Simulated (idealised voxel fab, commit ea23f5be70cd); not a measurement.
process module | voxel wiring stack
cross-section cut | 245 nm wide | cells 5 nm
A cross-section is a grid of square cells, given in bands from the top down. A band is one or more rows of cells.
Each band's line starts with the height of the band's top and of its bottom, in nm. Then come its materials from left to right, each with its width in nm. One material with "throughout" fills the band from edge to edge. "air" is empty space.
Height 0 is the level under which the wafer as received is all one material. The lowest band goes on downwards, as in "0 down".
A width such as "30 to 40" changes by the same amount from each row of cells to the next, from the band's top row to its bottom row.
"no change" after a step means that no cell of the cross-section changed.
closed voids: empty space of 8 cells or more with no open way to the top, each as width x height at its distance from the left edge, in nm
after a step's settings: what the simulator itself notes on the step
overlay nm, on a step with a mask: how far to the right of its planned place the mask lay; to the left if negative
Each pair below shows a cross-section before one step and the cross-section after it, down to the lowest band that changed. The line under each pair gives the step between them, with its settings. The pairs can come from different runs of this module on the same starting wafer, so a pair continues from the pair above only where its "before" says so.
before
  0 down: Si throughout
  closed voids: none
after
  15 to 0: SiO2 throughout
  below 0: unchanged
  closed voids: none
the step between: op CONFORMAL_DEP | material SiO2 | thk nm 15
before: the cross-section after the pair above
after
  20 to 15: SiN throughout
  below 15: unchanged
  closed voids: none
the step between: op CONFORMAL_DEP | material SiN | thk nm 5
before: the cross-section after the pair above
after
  40 to 20: SiO2 throughout
  below 20: unchanged
  closed voids: none
the step between: op DIRECTIONAL_DEP | material SiO2 | thk nm 20
before: the cross-section after the pair above
after
  55 to 40: resist 55 | air 30 | resist 20 | air 30 | resist 20 | air 30 | resist 60
  below 40: unchanged
  closed voids: none
the step between: op PATTERN | tone open | mask id METAL_1 | material resist | width nm 30 | pitch nm 50 | thk nm 15 | overlay nm 0
before: the cross-section after the pair above
after
  55 to 40: resist 55 | air 30 | resist 20 | air 30 | resist 20 | air 30 | resist 60
  40 to 20: SiO2 55 | air 30 | SiO2 20 | air 30 | SiO2 20 | air 30 | SiO2 60
  below 20: unchanged
  closed voids: none
the step between: op DIRECTIONAL_ETCH | etch materials SiO2 | depth nm 20
before: the cross-section after the pair above
after
  55 to 40: resist 55 | air 30 | resist 20 | air 30 | resist 20 | air 30 | resist 60
  40 to 20: SiO2 55 | air 30 | SiO2 20 | air 30 | SiO2 20 | air 30 | SiO2 60
  20 to 15: SiN 55 | air 30 | SiN 20 | air 30 | SiN 20 | air 30 | SiN 60
  below 15: unchanged
  closed voids: none
the step between: op DIRECTIONAL_ETCH | etch materials SiN | depth nm 5
before: the cross-section after the pair above
after
  40 to 20: SiO2 55 | air 30 | SiO2 20 | air 30 | SiO2 20 | air 30 | SiO2 60
  below 20: unchanged
  closed voids: none
the step between: op STRIP | etch materials resist
before: the cross-section after the pair above
after
  45 to 40: TiN 60 | air 20 | TiN 30 | air 20 | TiN 30 | air 20 | TiN 65
  40 to 20: SiO2 55 | TiN 5 | air 20 | TiN 5 | SiO2 20 | TiN 5 | air 20 | TiN 5 | SiO2 20 | TiN 5 | air 20 | TiN 5 | SiO2 60
  20 to 15: SiN 55 | TiN 30 | SiN 20 | TiN 30 | SiN 20 | TiN 30 | SiN 60
  below 15: unchanged
  closed voids: none
the step between: op CONFORMAL_DEP | material TiN | thk nm 5
before: the cross-section after the pair above
after
  55 to 45: W throughout
  45 to 40: TiN 60 | W 20 | TiN 30 | W 20 | TiN 30 | W 20 | TiN 65
  40 to 20: SiO2 55 | TiN 5 | W 20 | TiN 5 | SiO2 20 | TiN 5 | W 20 | TiN 5 | SiO2 20 | TiN 5 | W 20 | TiN 5 | SiO2 60
  below 20: unchanged
  closed voids: none
the step between: op FILL_DEP | material W | thk nm 10
before: the cross-section after the pair above
after
  40 to 20: SiO2 55 | TiN 5 | W 20 | TiN 5 | SiO2 20 | TiN 5 | W 20 | TiN 5 | SiO2 20 | TiN 5 | W 20 | TiN 5 | SiO2 60
  below 20: unchanged
  closed voids: none
the step between: op CMP | height nm 40
before: the cross-section after the pair above
after
  45 to 40: SiCN throughout
  below 40: unchanged
  closed voids: none
the step between: op CONFORMAL_DEP | material SiCN | thk nm 5
before: the cross-section after the pair above
after
  65 to 45: SiO2 throughout
  below 45: unchanged
  closed voids: none
the step between: op DIRECTIONAL_DEP | material SiO2 | thk nm 20
before: the cross-section after the pair above
after
  80 to 65: aC throughout
  below 65: unchanged
  closed voids: none
the step between: op DIRECTIONAL_DEP | material aC | thk nm 15
before: the cross-section after the pair above
after
  110 to 80: resist 55 | air 15 | resist 35 | air 15 | resist 35 | air 15 | resist 75
  below 80: unchanged
  closed voids: none
the step between: op PATTERN | tone open | mask id PLUG_1 | material resist | width nm 15 | pitch nm 50 | thk nm 30 | overlay nm 0
before: the cross-section after the pair above
after
  95 to 80: resist 55 | air 15 | resist 35 | air 15 | resist 35 | air 15 | resist 75
  80 to 65: aC 55 | air 15 | aC 35 | air 15 | aC 35 | air 15 | aC 75
  below 65: unchanged
  closed voids: none
the step between: op DIRECTIONAL_ETCH | etch materials aC | depth nm 15
before: the cross-section after the pair above
after
  80 to 65: aC 55 | air 15 | aC 35 | air 15 | aC 35 | air 15 | aC 75
  below 65: unchanged
  closed voids: none
the step between: op STRIP | etch materials resist
before: the cross-section after the pair above
after
  80 to 65: aC 55 | air 15 | aC 35 | air 15 | aC 35 | air 15 | aC 75
  65 to 45: SiO2 55 | air 15 | SiO2 35 | air 15 | SiO2 35 | air 15 | SiO2 75
  below 45: unchanged
  closed voids: none
the step between: op DIRECTIONAL_ETCH | etch materials SiO2 | depth nm 20
before: the cross-section after the pair above
after
  80 to 65: aC 55 | air 15 | aC 35 | air 15 | aC 35 | air 15 | aC 75
  65 to 45: SiO2 55 | air 15 | SiO2 35 | air 15 | SiO2 35 | air 15 | SiO2 75
  45 to 40: SiCN 55 | air 15 | SiCN 35 | air 15 | SiCN 35 | air 15 | SiCN 75
  below 40: unchanged
  closed voids: none
the step between: op DIRECTIONAL_ETCH | etch materials SiCN | depth nm 5
before: the cross-section after the pair above
after
  65 to 45: SiO2 55 | air 15 | SiO2 35 | air 15 | SiO2 35 | air 15 | SiO2 75
  below 45: unchanged
  closed voids: none
the step between: op STRIP | etch materials aC
before: the cross-section after the pair above
after
  70 to 65: TiN 60 | air 5 | TiN 45 | air 5 | TiN 45 | air 5 | TiN 80
  65 to 45: SiO2 55 | TiN 5 | air 5 | TiN 5 | SiO2 35 | TiN 5 | air 5 | TiN 5 | SiO2 35 | TiN 5 | air 5 | TiN 5 | SiO2 75
  45 to 40: SiCN 55 | TiN 15 | SiCN 35 | TiN 15 | SiCN 35 | TiN 15 | SiCN 75
  below 40: unchanged
  closed voids: none
the step between: op CONFORMAL_DEP | material TiN | thk nm 5
before: the cross-section after the pair above
after
  75 to 70: Cu throughout
  70 to 65: TiN 60 | Cu 5 | TiN 45 | Cu 5 | TiN 45 | Cu 5 | TiN 80
  65 to 45: SiO2 55 | TiN 5 | Cu 5 | TiN 5 | SiO2 35 | TiN 5 | Cu 5 | TiN 5 | SiO2 35 | TiN 5 | Cu 5 | TiN 5 | SiO2 75
  below 45: unchanged
  closed voids: none
the step between: op FILL_DEP | material Cu | thk nm 5
before: the cross-section after the pair above
after
  65 to 45: SiO2 55 | TiN 5 | Cu 5 | TiN 5 | SiO2 35 | TiN 5 | Cu 5 | TiN 5 | SiO2 35 | TiN 5 | Cu 5 | TiN 5 | SiO2 75
  below 45: unchanged
  closed voids: none
the step between: op CMP | height nm 65
before: the cross-section after the pair above
after
  70 to 65: TiN throughout
  below 65: unchanged
  closed voids: none
the step between: op DIRECTIONAL_DEP | material TiN | thk nm 5
before: the cross-section after the pair above
after
  85 to 70: Ru throughout
  below 70: unchanged
  closed voids: none
the step between: op DIRECTIONAL_DEP | material Ru | thk nm 15
before: the cross-section after the pair above
after
  85 to 70: air 55 | Ru 30 | air 20 | Ru 30 | air 20 | Ru 30 | air 60
  below 70: unchanged
  closed voids: none
the step between: op MASKED_ETCH | tone cover | mask id METAL_2 | width nm 30 | pitch nm 50 | etch materials Ru | depth nm 15 | overlay nm 0
before: the cross-section after the pair above
after
  85 to 70: air 55 | Ru 30 | air 20 | Ru 30 | air 20 | Ru 30 | air 60
  70 to 65: air 55 | TiN 30 | air 20 | TiN 30 | air 20 | TiN 30 | air 60
  below 65: unchanged
  closed voids: none
the step between: op MASKED_ETCH | tone cover | mask id METAL_2 | width nm 30 | pitch nm 50 | etch materials TiN | depth nm 5 | overlay nm 0
before: the cross-section after the pair above
after
  95 to 85: SiO2 throughout
  85 to 70: SiO2 55 | Ru 30 | SiO2 20 | Ru 30 | SiO2 20 | Ru 30 | SiO2 60
  70 to 65: SiO2 55 | TiN 30 | SiO2 20 | TiN 30 | SiO2 20 | TiN 30 | SiO2 60
  below 65: unchanged
  closed voids: none
the step between: op FILL_DEP | material SiO2 | thk nm 10
before: the cross-section after the pair above
after
  85 to 70: SiO2 55 | Ru 30 | SiO2 20 | Ru 30 | SiO2 20 | Ru 30 | SiO2 60
  below 70: unchanged
  closed voids: none
the step between: op CMP | height nm 85
before: the cross-section after the pair above
after
  90 to 85: SiCN throughout
  below 85: unchanged
  closed voids: none
the step between: op CONFORMAL_DEP | material SiCN | thk nm 5
before: the cross-section after the pair above
after
  100 to 90: lowk throughout
  below 90: unchanged
  closed voids: none
the step between: op DIRECTIONAL_DEP | material lowk | thk nm 10
before: the cross-section after the pair above
after
  100 to 90: lowk 55 | air 15 | lowk 35 | air 15 | lowk 35 | air 15 | lowk 75
  below 90: unchanged
  closed voids: none
the step between: op MASKED_ETCH | tone open | mask id PLUG_2 | width nm 15 | pitch nm 50 | etch materials lowk | depth nm 10 | overlay nm 0
before: the cross-section after the pair above
after
  100 to 90: lowk 55 | air 15 | lowk 35 | air 15 | lowk 35 | air 15 | lowk 75
  90 to 85: SiCN 55 | air 15 | SiCN 35 | air 15 | SiCN 35 | air 15 | SiCN 75
  below 85: unchanged
  closed voids: none
the step between: op MASKED_ETCH | tone open | mask id PLUG_2 | width nm 15 | pitch nm 50 | etch materials SiCN | depth nm 5 | overlay nm 0
before: the cross-section after the pair above
after
  100 to 95: lowk 55 | air 15 | lowk 35 | air 15 | lowk 35 | air 15 | lowk 75
  95 to 90: lowk 55 | Ru 15 | lowk 35 | Ru 15 | lowk 35 | Ru 15 | lowk 75
  90 to 85: SiCN 55 | Ru 15 | SiCN 35 | Ru 15 | SiCN 35 | Ru 15 | SiCN 75
  below 85: unchanged
  closed voids: none
the step between: op EPI | material Ru | thk nm 10
before: the cross-section after the pair above
after
  100 to 90: lowk 55 | Ru 15 | lowk 35 | Ru 15 | lowk 35 | Ru 15 | lowk 75
  below 90: unchanged
  closed voids: none
the step between: op EPI | material Ru | thk nm 5
before: the cross-section after the pair above
after
  105 to 100: TiN throughout
  below 100: unchanged
  closed voids: none
the step between: op DIRECTIONAL_DEP | material TiN | thk nm 5
before: the cross-section after the pair above
after
  125 to 105: W throughout
  below 105: unchanged
  closed voids: none
the step between: op DIRECTIONAL_DEP | material W | thk nm 20
before: the cross-section after the pair above
after
  140 to 125: air 55 | resist 30 | air 20 | resist 30 | air 20 | resist 30 | air 60
  below 125: unchanged
  closed voids: none
the step between: op PATTERN | tone cover | mask id METAL_3 | material resist | width nm 30 | pitch nm 50 | thk nm 15 | overlay nm 0
before: the cross-section after the pair above
after
  140 to 125: air 55 | resist 30 | air 20 | resist 30 | air 20 | resist 30 | air 60
  125 to 105: air 55 | W 30 | air 20 | W 30 | air 20 | W 30 | air 60
  below 105: unchanged
  closed voids: none
the step between: op DIRECTIONAL_ETCH | etch materials W | depth nm 20
before: the cross-section after the pair above
after
  140 to 125: air 55 | resist 30 | air 20 | resist 30 | air 20 | resist 30 | air 60
  125 to 105: air 55 | W 30 | air 20 | W 30 | air 20 | W 30 | air 60
  105 to 100: air 55 | TiN 30 | air 20 | TiN 30 | air 20 | TiN 30 | air 60
  below 100: unchanged
  closed voids: none
the step between: op DIRECTIONAL_ETCH | etch materials TiN | depth nm 5
before: the cross-section after the pair above
after
  125 to 105: air 55 | W 30 | air 20 | W 30 | air 20 | W 30 | air 60
  below 105: unchanged
  closed voids: none
the step between: op STRIP | etch materials resist
before: the cross-section after the pair above
after
  130 to 125: air 50 | SiCN 40 | air 10 | SiCN 40 | air 10 | SiCN 40 | air 55
  125 to 105: air 50 | SiCN 5 | W 30 | SiCN 5 | air 10 | SiCN 5 | W 30 | SiCN 5 | air 10 | SiCN 5 | W 30 | SiCN 5 | air 55
  105 to 100: SiCN 55 | TiN 30 | SiCN 20 | TiN 30 | SiCN 20 | TiN 30 | SiCN 60
  below 100: unchanged
  closed voids: none
the step between: op CONFORMAL_DEP | material SiCN | thk nm 5
before: the cross-section after the pair above
after
  135 to 130: SiO2 throughout
  130 to 125: SiO2 50 | SiCN 40 | SiO2 10 | SiCN 40 | SiO2 10 | SiCN 40 | SiO2 55
  125 to 105: SiO2 50 | SiCN 5 | W 30 | SiCN 5 | SiO2 10 | SiCN 5 | W 30 | SiCN 5 | SiO2 10 | SiCN 5 | W 30 | SiCN 5 | SiO2 55
  below 105: unchanged
  closed voids: none
the step between: op FILL_DEP | material SiO2 | thk nm 5
before: the cross-section after the pair above
after
  125 to 105: SiO2 50 | SiCN 5 | W 30 | SiCN 5 | SiO2 10 | SiCN 5 | W 30 | SiCN 5 | SiO2 10 | SiCN 5 | W 30 | SiCN 5 | SiO2 55
  below 105: unchanged
  closed voids: none
the step between: op CMP | height nm 125
before: the cross-section after the pair above
after
  130 to 125: SiN throughout
  below 125: unchanged
  closed voids: none
the step between: op CONFORMAL_DEP | material SiN | thk nm 5
before
  15 to 0: SiO2 throughout
  0 down: Si throughout
  closed voids: none
after
  35 to 0: SiO2 throughout
  below 0: unchanged
  closed voids: none
the step between: op DIRECTIONAL_DEP | material SiO2 | thk nm 20
before: the cross-section after the pair above
after
  50 to 35: resist 55 | air 30 | resist 20 | air 30 | resist 20 | air 30 | resist 60
  below 35: unchanged
  closed voids: none
the step between: op PATTERN | tone open | mask id METAL_1 | material resist | width nm 30 | pitch nm 50 | thk nm 15 | overlay nm 0
before: the cross-section after the pair above
after
  50 to 35: resist 55 | air 30 | resist 20 | air 30 | resist 20 | air 30 | resist 60
  35 to 15: SiO2 55 | air 30 | SiO2 20 | air 30 | SiO2 20 | air 30 | SiO2 60
  below 15: unchanged
  closed voids: none
the step between: op DIRECTIONAL_ETCH | etch materials SiO2 | depth nm 20
before: the cross-section after the pair above
after
  35 to 15: SiO2 55 | air 30 | SiO2 20 | air 30 | SiO2 20 | air 30 | SiO2 60
  below 15: unchanged
  closed voids: none
the step between: op STRIP | etch materials resist
before: the cross-section after the pair above
after
  40 to 35: TiN 60 | air 20 | TiN 30 | air 20 | TiN 30 | air 20 | TiN 65
  35 to 20: SiO2 55 | TiN 5 | air 20 | TiN 5 | SiO2 20 | TiN 5 | air 20 | TiN 5 | SiO2 20 | TiN 5 | air 20 | TiN 5 | SiO2 60
  20 to 15: SiO2 55 | TiN 30 | SiO2 20 | TiN 30 | SiO2 20 | TiN 30 | SiO2 60
  below 15: unchanged
  closed voids: none
the step between: op CONFORMAL_DEP | material TiN | thk nm 5
before: the cross-section after the pair above
after
  50 to 40: W throughout
  40 to 35: TiN 60 | W 20 | TiN 30 | W 20 | TiN 30 | W 20 | TiN 65
  35 to 20: SiO2 55 | TiN 5 | W 20 | TiN 5 | SiO2 20 | TiN 5 | W 20 | TiN 5 | SiO2 20 | TiN 5 | W 20 | TiN 5 | SiO2 60
  below 20: unchanged
  closed voids: none
the step between: op FILL_DEP | material W | thk nm 10
before: the cross-section after the pair above
after
  40 to 35: TiN 60 | W 20 | TiN 30 | W 20 | TiN 30 | W 20 | TiN 65
  below 35: unchanged
  closed voids: none
the step between: op CMP | height nm 40
before: the cross-section after the pair above
after
  45 to 40: SiCN throughout
  below 40: unchanged
  closed voids: none
the step between: op CONFORMAL_DEP | material SiCN | thk nm 5
before: the cross-section after the pair above
after
  65 to 45: SiO2 throughout
  below 45: unchanged
  closed voids: none
the step between: op DIRECTIONAL_DEP | material SiO2 | thk nm 20
before: the cross-section after the pair above
after
  80 to 65: aC throughout
  below 65: unchanged
  closed voids: none
the step between: op DIRECTIONAL_DEP | material aC | thk nm 15
before: the cross-section after the pair above
after
  110 to 80: resist 55 | air 15 | resist 35 | air 15 | resist 35 | air 15 | resist 75
  below 80: unchanged
  closed voids: none
the step between: op PATTERN | tone open | mask id PLUG_1 | material resist | width nm 15 | pitch nm 50 | thk nm 30 | overlay nm 0
before: the cross-section after the pair above
after
  95 to 80: resist 55 | air 15 | resist 35 | air 15 | resist 35 | air 15 | resist 75
  80 to 65: aC 55 | air 15 | aC 35 | air 15 | aC 35 | air 15 | aC 75
  below 65: unchanged
  closed voids: none
the step between: op DIRECTIONAL_ETCH | etch materials aC | depth nm 15
before: the cross-section after the pair above
after
  80 to 65: aC 55 | air 15 | aC 35 | air 15 | aC 35 | air 15 | aC 75
  below 65: unchanged
  closed voids: none
the step between: op STRIP | etch materials resist
before: the cross-section after the pair above
after
  80 to 65: aC 55 | air 15 | aC 35 | air 15 | aC 35 | air 15 | aC 75
  65 to 45: SiO2 55 | air 15 | SiO2 35 | air 15 | SiO2 35 | air 15 | SiO2 75
  below 45: unchanged
  closed voids: none
the step between: op DIRECTIONAL_ETCH | etch materials SiO2 | depth nm 20
before: the cross-section after the pair above
after
  80 to 65: aC 55 | air 15 | aC 35 | air 15 | aC 35 | air 15 | aC 75
  65 to 45: SiO2 55 | air 15 | SiO2 35 | air 15 | SiO2 35 | air 15 | SiO2 75
  45 to 40: SiCN 55 | air 15 | SiCN 35 | air 15 | SiCN 35 | air 15 | SiCN 75
  below 40: unchanged
  closed voids: none
the step between: op DIRECTIONAL_ETCH | etch materials SiCN | depth nm 5
before: the cross-section after the pair above
after
  65 to 45: SiO2 55 | air 15 | SiO2 35 | air 15 | SiO2 35 | air 15 | SiO2 75
  below 45: unchanged
  closed voids: none
the step between: op STRIP | etch materials aC
before: the cross-section after the pair above
after
  70 to 65: TiN 60 | air 5 | TiN 45 | air 5 | TiN 45 | air 5 | TiN 80
  65 to 45: SiO2 55 | TiN 5 | air 5 | TiN 5 | SiO2 35 | TiN 5 | air 5 | TiN 5 | SiO2 35 | TiN 5 | air 5 | TiN 5 | SiO2 75
  45 to 40: SiCN 55 | TiN 15 | SiCN 35 | TiN 15 | SiCN 35 | TiN 15 | SiCN 75
  below 40: unchanged
  closed voids: none
the step between: op CONFORMAL_DEP | material TiN | thk nm 5
before: the cross-section after the pair above
after
  75 to 70: Cu throughout
  70 to 65: TiN 60 | Cu 5 | TiN 45 | Cu 5 | TiN 45 | Cu 5 | TiN 80
  65 to 45: SiO2 55 | TiN 5 | Cu 5 | TiN 5 | SiO2 35 | TiN 5 | Cu 5 | TiN 5 | SiO2 35 | TiN 5 | Cu 5 | TiN 5 | SiO2 75
  below 45: unchanged
  closed voids: none
the step between: op FILL_DEP | material Cu | thk nm 5
before: the cross-section after the pair above
after
  65 to 45: SiO2 55 | TiN 5 | Cu 5 | TiN 5 | SiO2 35 | TiN 5 | Cu 5 | TiN 5 | SiO2 35 | TiN 5 | Cu 5 | TiN 5 | SiO2 75
  below 45: unchanged
  closed voids: none
the step between: op CMP | height nm 65
before: the cross-section after the pair above
after
  70 to 65: TiN throughout
  below 65: unchanged
  closed voids: none
the step between: op DIRECTIONAL_DEP | material TiN | thk nm 5
before: the cross-section after the pair above
after
  85 to 70: Ru throughout
  below 70: unchanged
  closed voids: none
the step between: op DIRECTIONAL_DEP | material Ru | thk nm 15
before: the cross-section after the pair above
after
  85 to 70: air 55 | Ru 30 | air 20 | Ru 30 | air 20 | Ru 30 | air 60
  below 70: unchanged
  closed voids: none
the step between: op MASKED_ETCH | tone cover | mask id METAL_2 | width nm 30 | pitch nm 50 | etch materials Ru | depth nm 15 | overlay nm 0
before: the cross-section after the pair above
after
  85 to 70: air 55 | Ru 30 | air 20 | Ru 30 | air 20 | Ru 30 | air 60
  70 to 65: air 55 | TiN 30 | air 20 | TiN 30 | air 20 | TiN 30 | air 60
  below 65: unchanged
  closed voids: none
the step between: op MASKED_ETCH | tone cover | mask id METAL_2 | width nm 30 | pitch nm 50 | etch materials TiN | depth nm 5 | overlay nm 0
before: the cross-section after the pair above
after
  95 to 85: SiO2 throughout
  85 to 70: SiO2 55 | Ru 30 | SiO2 20 | Ru 30 | SiO2 20 | Ru 30 | SiO2 60
  70 to 65: SiO2 55 | TiN 30 | SiO2 20 | TiN 30 | SiO2 20 | TiN 30 | SiO2 60
  below 65: unchanged
  closed voids: none
the step between: op FILL_DEP | material SiO2 | thk nm 10
before: the cross-section after the pair above
after
  85 to 70: SiO2 55 | Ru 30 | SiO2 20 | Ru 30 | SiO2 20 | Ru 30 | SiO2 60
  below 70: unchanged
  closed voids: none
the step between: op CMP | height nm 85
before: the cross-section after the pair above
after
  90 to 85: SiCN throughout
  below 85: unchanged
  closed voids: none
the step between: op CONFORMAL_DEP | material SiCN | thk nm 5
before: the cross-section after the pair above
after
  100 to 90: lowk throughout
  below 90: unchanged
  closed voids: none
the step between: op DIRECTIONAL_DEP | material lowk | thk nm 10
before: the cross-section after the pair above
after
  100 to 90: lowk 55 | air 15 | lowk 35 | air 15 | lowk 35 | air 15 | lowk 75
  below 90: unchanged
  closed voids: none
the step between: op MASKED_ETCH | tone open | mask id PLUG_2 | width nm 15 | pitch nm 50 | etch materials lowk | depth nm 10 | overlay nm 0
before: the cross-section after the pair above
after
  100 to 90: lowk 55 | air 15 | lowk 35 | air 15 | lowk 35 | air 15 | lowk 75
  90 to 85: SiCN 55 | air 15 | SiCN 35 | air 15 | SiCN 35 | air 15 | SiCN 75
  below 85: unchanged
  closed voids: none
the step between: op MASKED_ETCH | tone open | mask id PLUG_2 | width nm 15 | pitch nm 50 | etch materials SiCN | depth nm 5 | overlay nm 0
before: the cross-section after the pair above
after
  100 to 95: lowk 55 | air 15 | lowk 35 | air 15 | lowk 35 | air 15 | lowk 75
  95 to 90: lowk 55 | Ru 15 | lowk 35 | Ru 15 | lowk 35 | Ru 15 | lowk 75
  90 to 85: SiCN 55 | Ru 15 | SiCN 35 | Ru 15 | SiCN 35 | Ru 15 | SiCN 75
  below 85: unchanged
  closed voids: none
the step between: op EPI | material Ru | thk nm 10
before: the cross-section after the pair above
after
  100 to 90: lowk 55 | Ru 15 | lowk 35 | Ru 15 | lowk 35 | Ru 15 | lowk 75
  below 90: unchanged
  closed voids: none
the step between: op EPI | material Ru | thk nm 5
before: the cross-section after the pair above
after
  105 to 100: TiN throughout
  below 100: unchanged
  closed voids: none
the step between: op DIRECTIONAL_DEP | material TiN | thk nm 5
before: the cross-section after the pair above
after
  125 to 105: W throughout
  below 105: unchanged
  closed voids: none
the step between: op DIRECTIONAL_DEP | material W | thk nm 20
before: the cross-section after the pair above
after
  140 to 125: air 55 | resist 30 | air 20 | resist 30 | air 20 | resist 30 | air 60
  below 125: unchanged
  closed voids: none
the step between: op PATTERN | tone cover | mask id METAL_3 | material resist | width nm 30 | pitch nm 50 | thk nm 15 | overlay nm 0
before: the cross-section after the pair above
after
  140 to 125: air 55 | resist 30 | air 20 | resist 30 | air 20 | resist 30 | air 60
  125 to 105: air 55 | W 30 | air 20 | W 30 | air 20 | W 30 | air 60
  below 105: unchanged
  closed voids: none
the step between: op DIRECTIONAL_ETCH | etch materials W | depth nm 20
before: the cross-section after the pair above
after
  140 to 125: air 55 | resist 30 | air 20 | resist 30 | air 20 | resist 30 | air 60
  125 to 105: air 55 | W 30 | air 20 | W 30 | air 20 | W 30 | air 60
  105 to 100: air 55 | TiN 30 | air 20 | TiN 30 | air 20 | TiN 30 | air 60
  below 100: unchanged
  closed voids: none
the step between: op DIRECTIONAL_ETCH | etch materials TiN | depth nm 5
before: the cross-section after the pair above
after
  125 to 105: air 55 | W 30 | air 20 | W 30 | air 20 | W 30 | air 60
  below 105: unchanged
  closed voids: none
the step between: op STRIP | etch materials resist
before: the cross-section after the pair above
after
  130 to 125: air 50 | SiCN 40 | air 10 | SiCN 40 | air 10 | SiCN 40 | air 55
  125 to 105: air 50 | SiCN 5 | W 30 | SiCN 5 | air 10 | SiCN 5 | W 30 | SiCN 5 | air 10 | SiCN 5 | W 30 | SiCN 5 | air 55
  105 to 100: SiCN 55 | TiN 30 | SiCN 20 | TiN 30 | SiCN 20 | TiN 30 | SiCN 60
  below 100: unchanged
  closed voids: none
the step between: op CONFORMAL_DEP | material SiCN | thk nm 5
before: the cross-section after the pair above
after
  135 to 130: SiO2 throughout
  130 to 125: SiO2 50 | SiCN 40 | SiO2 10 | SiCN 40 | SiO2 10 | SiCN 40 | SiO2 55
  125 to 105: SiO2 50 | SiCN 5 | W 30 | SiCN 5 | SiO2 10 | SiCN 5 | W 30 | SiCN 5 | SiO2 10 | SiCN 5 | W 30 | SiCN 5 | SiO2 55
  below 105: unchanged
  closed voids: none
the step between: op FILL_DEP | material SiO2 | thk nm 5
before: the cross-section after the pair above
after
  125 to 105: SiO2 50 | SiCN 5 | W 30 | SiCN 5 | SiO2 10 | SiCN 5 | W 30 | SiCN 5 | SiO2 10 | SiCN 5 | W 30 | SiCN 5 | SiO2 55
  below 105: unchanged
  closed voids: none
the step between: op CMP | height nm 125
before: the cross-section after the pair above
after
  130 to 125: SiN throughout
  below 125: unchanged
  closed voids: none
the step between: op CONFORMAL_DEP | material SiN | thk nm 5
before
  15 to 0: SiO2 throughout
  0 down: Si throughout
  closed voids: none
after
  30 to 0: SiO2 throughout
  below 0: unchanged
  closed voids: none
the step between: op CONFORMAL_DEP | material SiO2 | thk nm 15
before: the cross-section after the pair above
after
  35 to 30: SiN throughout
  below 30: unchanged
  closed voids: none
the step between: op CONFORMAL_DEP | material SiN | thk nm 5
before: the cross-section after the pair above
after
  55 to 35: SiO2 throughout
  below 35: unchanged
  closed voids: none
the step between: op DIRECTIONAL_DEP | material SiO2 | thk nm 20
before: the cross-section after the pair above
after
  70 to 55: resist 55 | air 30 | resist 20 | air 30 | resist 20 | air 30 | resist 60
  below 55: unchanged
  closed voids: none
the step between: op PATTERN | tone open | mask id METAL_1 | material resist | width nm 30 | pitch nm 50 | thk nm 15 | overlay nm 0
before: the cross-section after the pair above
after
  70 to 55: resist 55 | air 30 | resist 20 | air 30 | resist 20 | air 30 | resist 60
  55 to 35: SiO2 55 | air 30 | SiO2 20 | air 30 | SiO2 20 | air 30 | SiO2 60
  below 35: unchanged
  closed voids: none
the step between: op DIRECTIONAL_ETCH | etch materials SiO2 | depth nm 20
before: the cross-section after the pair above
after
  70 to 55: resist 55 | air 30 | resist 20 | air 30 | resist 20 | air 30 | resist 60
  55 to 35: SiO2 55 | air 30 | SiO2 20 | air 30 | SiO2 20 | air 30 | SiO2 60
  35 to 30: SiN 55 | air 30 | SiN 20 | air 30 | SiN 20 | air 30 | SiN 60
  below 30: unchanged
  closed voids: none
the step between: op DIRECTIONAL_ETCH | etch materials SiN | depth nm 5
before: the cross-section after the pair above
after
  55 to 35: SiO2 55 | air 30 | SiO2 20 | air 30 | SiO2 20 | air 30 | SiO2 60
  below 35: unchanged
  closed voids: none
the step between: op STRIP | etch materials resist
before: the cross-section after the pair above
after
  60 to 55: TiN 60 | air 20 | TiN 30 | air 20 | TiN 30 | air 20 | TiN 65
  55 to 35: SiO2 55 | TiN 5 | air 20 | TiN 5 | SiO2 20 | TiN 5 | air 20 | TiN 5 | SiO2 20 | TiN 5 | air 20 | TiN 5 | SiO2 60
  35 to 30: SiN 55 | TiN 30 | SiN 20 | TiN 30 | SiN 20 | TiN 30 | SiN 60
  below 30: unchanged
  closed voids: none
the step between: op CONFORMAL_DEP | material TiN | thk nm 5
before: the cross-section after the pair above
after
  70 to 60: W throughout
  60 to 55: TiN 60 | W 20 | TiN 30 | W 20 | TiN 30 | W 20 | TiN 65
  55 to 35: SiO2 55 | TiN 5 | W 20 | TiN 5 | SiO2 20 | TiN 5 | W 20 | TiN 5 | SiO2 20 | TiN 5 | W 20 | TiN 5 | SiO2 60
  below 35: unchanged
  closed voids: none
the step between: op FILL_DEP | material W | thk nm 10
before: the cross-section after the pair above
after
  40 to 35: SiO2 55 | TiN 5 | W 20 | TiN 5 | SiO2 20 | TiN 5 | W 20 | TiN 5 | SiO2 20 | TiN 5 | W 20 | TiN 5 | SiO2 60
  below 35: unchanged
  closed voids: none
the step between: op CMP | height nm 40
before: the cross-section after the pair above
after
  45 to 40: SiCN throughout
  below 40: unchanged
  closed voids: none
the step between: op CONFORMAL_DEP | material SiCN | thk nm 5
before: the cross-section after the pair above
after
  65 to 45: SiO2 throughout
  below 45: unchanged
  closed voids: none
the step between: op DIRECTIONAL_DEP | material SiO2 | thk nm 20
before: the cross-section after the pair above
after
  80 to 65: aC throughout
  below 65: unchanged
  closed voids: none
the step between: op DIRECTIONAL_DEP | material aC | thk nm 15
before: the cross-section after the pair above
after
  110 to 80: resist 55 | air 15 | resist 35 | air 15 | resist 35 | air 15 | resist 75
  below 80: unchanged
  closed voids: none
the step between: op PATTERN | tone open | mask id PLUG_1 | material resist | width nm 15 | pitch nm 50 | thk nm 30 | overlay nm 0
before: the cross-section after the pair above
after
  95 to 80: resist 55 | air 15 | resist 35 | air 15 | resist 35 | air 15 | resist 75
  80 to 65: aC 55 | air 15 | aC 35 | air 15 | aC 35 | air 15 | aC 75
  below 65: unchanged
  closed voids: none
the step between: op DIRECTIONAL_ETCH | etch materials aC | depth nm 15
before: the cross-section after the pair above
after
  80 to 65: aC 55 | air 15 | aC 35 | air 15 | aC 35 | air 15 | aC 75
  below 65: unchanged
  closed voids: none
the step between: op STRIP | etch materials resist
before: the cross-section after the pair above
after
  80 to 65: aC 55 | air 15 | aC 35 | air 15 | aC 35 | air 15 | aC 75
  65 to 45: SiO2 55 | air 15 | SiO2 35 | air 15 | SiO2 35 | air 15 | SiO2 75
  below 45: unchanged
  closed voids: none
the step between: op DIRECTIONAL_ETCH | etch materials SiO2 | depth nm 20
before: the cross-section after the pair above
after
  80 to 65: aC 55 | air 15 | aC 35 | air 15 | aC 35 | air 15 | aC 75
  65 to 45: SiO2 55 | air 15 | SiO2 35 | air 15 | SiO2 35 | air 15 | SiO2 75
  45 to 40: SiCN 55 | air 15 | SiCN 35 | air 15 | SiCN 35 | air 15 | SiCN 75
  below 40: unchanged
  closed voids: none
the step between: op DIRECTIONAL_ETCH | etch materials SiCN | depth nm 5
